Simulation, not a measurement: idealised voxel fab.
Documented hereafter: the process module known as voxel transistor to metal.
Shown is cross-section cut, with a width of 295 nm and square cells of size 5 nm.
If you're reading a cross-section in this doc, picture square cells in a grid; it comes to you as bands, top ones listed first down to the bottom, and a band can be one or more rows of cells. Per band: top height and bottom height in nm, followed by the left-to-right materials and their widths in nm; "everywhere" marks a single material spanning edge to edge, "empty" marks empty space. Heights from 0 (as-received wafer is one material below). Bottom band endless downward, as "0 nm and below". Note: "30->40" means the width goes from the first number (top row of the band) to the second number (bottom row) in equal steps per row of cells. "everything unchanged" for a step: no cell of the cross-section changed in that step. Any empty space of 8 cells or more lacking an open way to the top shows up in "Voids, sealed" as width x height at distance, distance from the left edge, in nm. Step line, after settings: the simulator's comment on this step. The setting "overlay nm" may be written on the line of a step. When the step uses a mask, the value reports how far to the right of the planned place the mask lay, and a negative value reports that it lay to the left. Note on reading: below, each pair holds a cross-section from before one process step and one from after it; the one from after shows only down to the lowest band that changed. Beneath the pair, the step in between is stated along with its settings. The pairs can stem from different runs of this module on the same starting wafer. Where a pair's entry headed "before" says so, and only there, that pair continues from the pair above it.

BEFORE
* 80 nm to 75 nm  SiO2 everywhere
* 75 nm to 70 nm  30 nm SiO2, then 25 nm SiN, then 55 nm SiO2, then 25 nm SiN, then 25 nm SiO2, then 25 nm SiN, then 55 nm SiO2, then 25 nm SiN, then 30 nm SiO2
* 70 nm to 55 nm  30 nm SiO2, then 5 nm SiN, then 15 nm Ru, then 5 nm SiN, then 55 nm SiO2, then 5 nm SiN, then 15 nm Ru, then 5 nm SiN, then 25 nm SiO2, then 5 nm SiN, then 15 nm Ru, then 5 nm SiN, then 55 nm SiO2, then 5 nm SiN, then 15 nm Ru, then 5 nm SiN, then 30 nm SiO2
* 55 nm to 50 nm  35 nm SiN, then 15 nm TiN, then 65 nm SiN, then 15 nm TiN, then 35 nm SiN, then 15 nm TiN, then 65 nm SiN, then 15 nm TiN, then 35 nm SiN
* 50 nm to 45 nm  30 nm W, then 5 nm TiN, then 30 nm SiO2, then 5 nm TiN, then 25 nm W, then 5 nm TiN, then 30 nm SiO2, then 5 nm TiN, then 25 nm W, then 5 nm TiN, then 30 nm SiO2, then 5 nm TiN, then 25 nm W, then 5 nm TiN, then 30 nm SiO2, then 5 nm TiN, then 30 nm W
* 45 nm to 40 nm  30 nm W, then 5 nm TiN, then 30 nm SiO2, then 35 nm TiN, then 30 nm SiO2, then 5 nm TiN, then 25 nm W, then 5 nm TiN, then 30 nm SiO2, then 35 nm TiN, then 30 nm SiO2, then 5 nm TiN, then 30 nm W
* 40 nm to 25 nm  30 nm W, then 5 nm TiN, then 30 nm SiO2, then 5 nm SiN, then 25 nm SiCN, then 5 nm SiN, then 30 nm SiO2, then 5 nm TiN, then 25 nm W, then 5 nm TiN, then 30 nm SiO2, then 5 nm SiN, then 25 nm SiCN, then 5 nm SiN, then 30 nm SiO2, then 5 nm TiN, then 30 nm W
* 25 nm to 10 nm  30 nm W, then 5 nm TiN, then 30 nm SiO2, then 5 nm SiN, then 25 nm polySi, then 5 nm SiN, then 30 nm SiO2, then 5 nm TiN, then 25 nm W, then 5 nm TiN, then 30 nm SiO2, then 5 nm SiN, then 25 nm polySi, then 5 nm SiN, then 30 nm SiO2, then 5 nm TiN, then 30 nm W
* 10 nm to 5 nm  30 nm W, then 5 nm TiN, then 15 nm SiO2, then 15 nm nSi, then 5 nm SiN, then 25 nm polySi, then 5 nm SiN, then 15 nm nSi, then 15 nm SiO2, then 5 nm TiN, then 25 nm W, then 5 nm TiN, then 15 nm SiO2, then 15 nm nSi, then 5 nm SiN, then 25 nm polySi, then 5 nm SiN, then 15 nm nSi, then 15 nm SiO2, then 5 nm TiN, then 30 nm W
* 5 nm to 0 nm  35 nm TiN, then 15 nm SiO2, then 15 nm nSi, then 5 nm SiN, then 25 nm polySi, then 5 nm SiN, then 15 nm nSi, then 15 nm SiO2, then 35 nm TiN, then 15 nm SiO2, then 15 nm nSi, then 5 nm SiN, then 25 nm polySi, then 5 nm SiN, then 15 nm nSi, then 15 nm SiO2, then 35 nm TiN
* 0 nm to -5 nm  30 nm SiO2, then 35 nm nSi, then 35 nm SiO2, then 35 nm nSi, then 25 nm SiO2, then 35 nm nSi, then 35 nm SiO2, then 35 nm nSi, then 30 nm SiO2
* -5 nm to -15 nm  35 nm SiO2, then 30 nm nSi, then 35 nm Si, then 30 nm nSi, then 35 nm SiO2, then 30 nm nSi, then 35 nm Si, then 30 nm nSi, then 35 nm SiO2
* -15 nm to -35 nm  35 nm SiO2, then 95 nm Si, then 35 nm SiO2, then 95 nm Si, then 35 nm SiO2
* -35 nm and below  Si everywhere
* Voids, sealed: none

RESULTING CROSS-SECTION
* 70 nm to 55 nm  30 nm SiO2, then 5 nm SiN, then 15 nm Ru, then 5 nm SiN, then 55 nm SiO2, then 5 nm SiN, then 15 nm Ru, then 5 nm SiN, then 25 nm SiO2, then 5 nm SiN, then 15 nm Ru, then 5 nm SiN, then 55 nm SiO2, then 5 nm SiN, then 15 nm Ru, then 5 nm SiN, then 30 nm SiO2
* Below 55 it's all the same as before, nothing changed down there.
* Voids, sealed: none
As a process note, the step between the before and after cross-sections shown above is op CMP | height nm 70

before: identical to the post-step cross-section of the immediately preceding pair.

RESULTING CROSS-SECTION
* 75 nm to 70 nm  SiCN everywhere
* Below 70 it's all the same as before, nothing changed down there.
* Voids, sealed: none
As a process note, the step between the before and after cross-sections shown above is op CONFORMAL_DEP | material SiCN | thk nm 5

before: identical to the post-step cross-section of the immediately preceding pair.

RESULTING CROSS-SECTION
* 100 nm to 75 nm  SiO2 everywhere
* Below 75 it's all the same as before, nothing changed down there.
* Voids, sealed: none
As a process note, the step between the before and after cross-sections shown above is op DIRECTIONAL_DEP | material SiO2 | thk nm 25

before: identical to the post-step cross-section of the immediately preceding pair.

RESULTING CROSS-SECTION
* 110 nm to 100 nm  aC everywhere
* Below 100 it's all the same as before, nothing changed down there.
* Voids, sealed: none
As a process note, the step between the before and after cross-sections shown above is op DIRECTIONAL_DEP | material aC | thk nm 10

before: identical to the post-step cross-section of the immediately preceding pair.

RESULTING CROSS-SECTION
* 140 nm to 110 nm  35 nm resist, then 15 nm empty, then 115 nm resist, then 15 nm empty, then 115 nm resist
* Below 110 it's all the same as before, nothing changed down there.
* Voids, sealed: none
As a process note, the step between the before and after cross-sections shown above is op PATTERN | tone open | mask id METAL_2 | material resist | width nm 15 | pitch nm 130 | thk nm 30 | overlay nm 0

before: identical to the post-step cross-section of the immediately preceding pair.

RESULTING CROSS-SECTION
* 130 nm to 110 nm  35 nm resist, then 15 nm empty, then 115 nm resist, then 15 nm empty, then 115 nm resist
* 110 nm to 100 nm  35 nm aC, then 15 nm empty, then 115 nm aC, then 15 nm empty, then 115 nm aC
* Below 100 it's all the same as before, nothing changed down there.
* Voids, sealed: none
As a process note, the step between the before and after cross-sections shown above is op DIRECTIONAL_ETCH | etch materials aC | depth nm 10

before: identical to the post-step cross-section of the immediately preceding pair.

RESULTING CROSS-SECTION
* 110 nm to 100 nm  35 nm aC, then 15 nm empty, then 115 nm aC, then 15 nm empty, then 115 nm aC
* Below 100 it's all the same as before, nothing changed down there.
* Voids, sealed: none
As a process note, the step between the before and after cross-sections shown above is op STRIP | etch materials resist

before: identical to the post-step cross-section of the immediately preceding pair.

RESULTING CROSS-SECTION
* 110 nm to 100 nm  35 nm aC, then 15 nm empty, then 115 nm aC, then 15 nm empty, then 115 nm aC
* 100 nm to 85 nm  35 nm SiO2, then 15 nm empty, then 115 nm SiO2, then 15 nm empty, then 115 nm SiO2
* Below 85 it's all the same as before, nothing changed down there.
* Voids, sealed: none
As a process note, the step between the before and after cross-sections shown above is op DIRECTIONAL_ETCH | etch materials SiO2 | depth nm 15

before: identical to the post-step cross-section of the immediately preceding pair.

RESULTING CROSS-SECTION
* 100 nm to 85 nm  35 nm SiO2, then 15 nm empty, then 115 nm SiO2, then 15 nm empty, then 115 nm SiO2
* Below 85 it's all the same as before, nothing changed down there.
* Voids, sealed: none
As a process note, the step between the before and after cross-sections shown above is op STRIP | etch materials aC

before: identical to the post-step cross-section of the immediately preceding pair.

RESULTING CROSS-SECTION
* 100 nm to 75 nm  35 nm SiO2, then 15 nm empty, then 115 nm SiO2, then 15 nm empty, then 115 nm SiO2
* Below 75 it's all the same as before, nothing changed down there.
* Voids, sealed: none
As a process note, the step between the before and after cross-sections shown above is op MASKED_ETCH | tone open | mask id METAL_2_HOLES | width nm 15 | pitch nm 130 | etch materials SiO2 | depth nm 10 | overlay nm 0

before: identical to the post-step cross-section of the immediately preceding pair.

RESULTING CROSS-SECTION
* 100 nm to 75 nm  35 nm SiO2, then 15 nm empty, then 115 nm SiO2, then 15 nm empty, then 115 nm SiO2
* 75 nm to 70 nm  35 nm SiCN, then 15 nm empty, then 115 nm SiCN, then 15 nm empty, then 115 nm SiCN
* Below 70 it's all the same as before, nothing changed down there.
* Voids, sealed: none
As a process note, the step between the before and after cross-sections shown above is op MASKED_ETCH | tone open | mask id METAL_2_HOLES | width nm 15 | pitch nm 130 | etch materials SiCN | depth nm 5 | overlay nm 0

before: identical to the post-step cross-section of the immediately preceding pair.

RESULTING CROSS-SECTION
* 105 nm to 100 nm  40 nm TiN, then 5 nm empty, then 125 nm TiN, then 5 nm empty, then 120 nm TiN
* 100 nm to 75 nm  35 nm SiO2, then 5 nm TiN, then 5 nm empty, then 5 nm TiN, then 115 nm SiO2, then 5 nm TiN, then 5 nm empty, then 5 nm TiN, then 115 nm SiO2
* 75 nm to 70 nm  35 nm SiCN, then 15 nm TiN, then 115 nm SiCN, then 15 nm TiN, then 115 nm SiCN
* Below 70 it's all the same as before, nothing changed down there.
* Voids, sealed: none
As a process note, the step between the before and after cross-sections shown above is op CONFORMAL_DEP | material TiN | thk nm 5

before: identical to the post-step cross-section of the immediately preceding pair.

RESULTING CROSS-SECTION
* 115 nm to 105 nm  Ru everywhere
* 105 nm to 100 nm  40 nm TiN, then 5 nm Ru, then 125 nm TiN, then 5 nm Ru, then 120 nm TiN
* 100 nm to 75 nm  35 nm SiO2, then 5 nm TiN, then 5 nm Ru, then 5 nm TiN, then 115 nm SiO2, then 5 nm TiN, then 5 nm Ru, then 5 nm TiN, then 115 nm SiO2
* Below 75 it's all the same as before, nothing changed down there.
* Voids, sealed: none
As a process note, the step between the before and after cross-sections shown above is op FILL_DEP | material Ru | thk nm 10

before: identical to the post-step cross-section of the immediately preceding pair.

RESULTING CROSS-SECTION
* 100 nm to 75 nm  35 nm SiO2, then 5 nm TiN, then 5 nm Ru, then 5 nm TiN, then 115 nm SiO2, then 5 nm TiN, then 5 nm Ru, then 5 nm TiN, then 115 nm SiO2
* Below 75 it's all the same as before, nothing changed down there.
* Voids, sealed: none
As a process note, the step between the before and after cross-sections shown above is op CMP | height nm 100

before: identical to the post-step cross-section of the immediately preceding pair.

RESULTING CROSS-SECTION
* 105 nm to 100 nm  SiN everywhere
* Below 100 it's all the same as before, nothing changed down there.
* Voids, sealed: none
As a process note, the step between the before and after cross-sections shown above is op CONFORMAL_DEP | material SiN | thk nm 5
